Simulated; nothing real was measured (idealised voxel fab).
Title: Process Module voxel self aligned contacts
Cross-section cut: width 260 nm, square cells of 5 nm.
We lay out every cross-section as a grid of square cells and spell it out in bands from the top down, where one band means one or more rows of cells. This entry defines a band. It first specifies the height of the band's top and the height of its bottom in nm, and then specifies the band's materials from left to right, stating each material with its width in nm. The word "all across" identifies a single material that fills the band from edge to edge, while the word "air" identifies empty space. Convention: height 0 is the level below which the wafer, as received, is all one material. The lowest band does not terminate at the bottom but continues downward, represented as "z 0 and below". A two-number width, for instance "30->40", indicates that the width is equal to the first number in the top row of the band and to the second number in the bottom row, and that it changes by a constant amount per row of cells. What does "left unchanged" mean for a step? It means no cell of the cross-section changed in that step. You'll see "Closed-off voids" listing empty spaces that have no way open to the top, as long as they're 8 cells or more; the notation is width x height at distance, where the distance is from the left edge, and all of it is in nm. That trailing text on a step's line, after the settings, is the simulator's own remark on the step. overlay nm: on a step with a mask, how far right of its planned place the mask lay; negative means left.
STEPS IN THE PROCESS PLAN
| 1 | RECEIVE | material Si |
| 2 | OXIDIZE | depth nm 5 |
| 3 | DIRECTIONAL_DEP | material polySi | thk nm 20 |
| 4 | DIRECTIONAL_DEP | material SiN | thk nm 20 |
| 5 | DIRECTIONAL_DEP | material aC | thk nm 15 |
| 6 | PATTERN | tone cover | mask id GATE | material resist | width nm 25 | pitch nm 50 | thk nm 30 | overlay nm 0 |
| 7 | DIRECTIONAL_ETCH | etch materials aC | depth nm 15 |
| 8 | STRIP | etch materials resist |
| 9 | DIRECTIONAL_ETCH | etch materials SiN | depth nm 20 |
| 10 | DIRECTIONAL_ETCH | etch materials polySi | depth nm 20 |
| 11 | STRIP | etch materials aC |
| 12 | CONFORMAL_DEP | material SiN | thk nm 5 |
| 13 | DIRECTIONAL_ETCH | etch materials SiN | depth nm 5 |
| 14 | FILL_DEP | material SiO2 | thk nm 15 |
| 15 | CMP | height nm 45 |
| 16 | DIRECTIONAL_DEP | material aC | thk nm 15 |
| 17 | PATTERN | tone open | mask id CONTACT | material resist | width nm 35 | thk nm 30 | overlay nm 0 |
| 18 | DIRECTIONAL_ETCH | etch materials aC | depth nm 15 |
| 19 | STRIP | etch materials resist |
| 20 | DIRECTIONAL_ETCH | etch materials SiO2 | depth nm 50 |
| 21 | STRIP | etch materials aC |
| 22 | CONFORMAL_DEP | material TiN | thk nm 5 |
| 23 | FILL_DEP | material W | thk nm 5 |
| 24 | CMP | height nm 45 |
| 25 | CONFORMAL_DEP | material SiN | thk nm 5 |
CROSS-SECTION, INCOMING MATERIAL, AFTER STEP 1
- z 0 and below = Si all across
- Closed-off voids: none
SAME STARTING WAFER, SAME PLAN AS ABOVE, ONE MISTAKE IN THE EXECUTION; THIS IS THE CROSS-SECTION AT THE END OF THE MODULE
- z 50 to 45 = SiN all across
- z 45 to 40 = SiO2 (110) | TiN (5) | W (5) | TiN (25) | SiO2 (115)
- z 40 to 20 = SiO2 (75) | SiN (35) | TiN (5) | W (5) | TiN (5) | SiN (35) | SiO2 (100)
- z 20 to 0 = SiO2 (75) | SiN (5) | polySi (25) | SiN (5) | TiN (5) | W (5) | TiN (5) | SiN (5) | polySi (25) | SiN (5) | SiO2 (100)
- z 0 to -5 = SiO2 (110) | TiN (15) | SiO2 (135)
- z -5 and below = Si all across
- Closed-off voids: none
Here's what went sideways: step 6 went in with a setting other than planned; the actual run was PATTERN | tone cover | mask id GATE | material resist | width nm 25 | pitch nm 50 | thk nm 30 | overlay nm -10
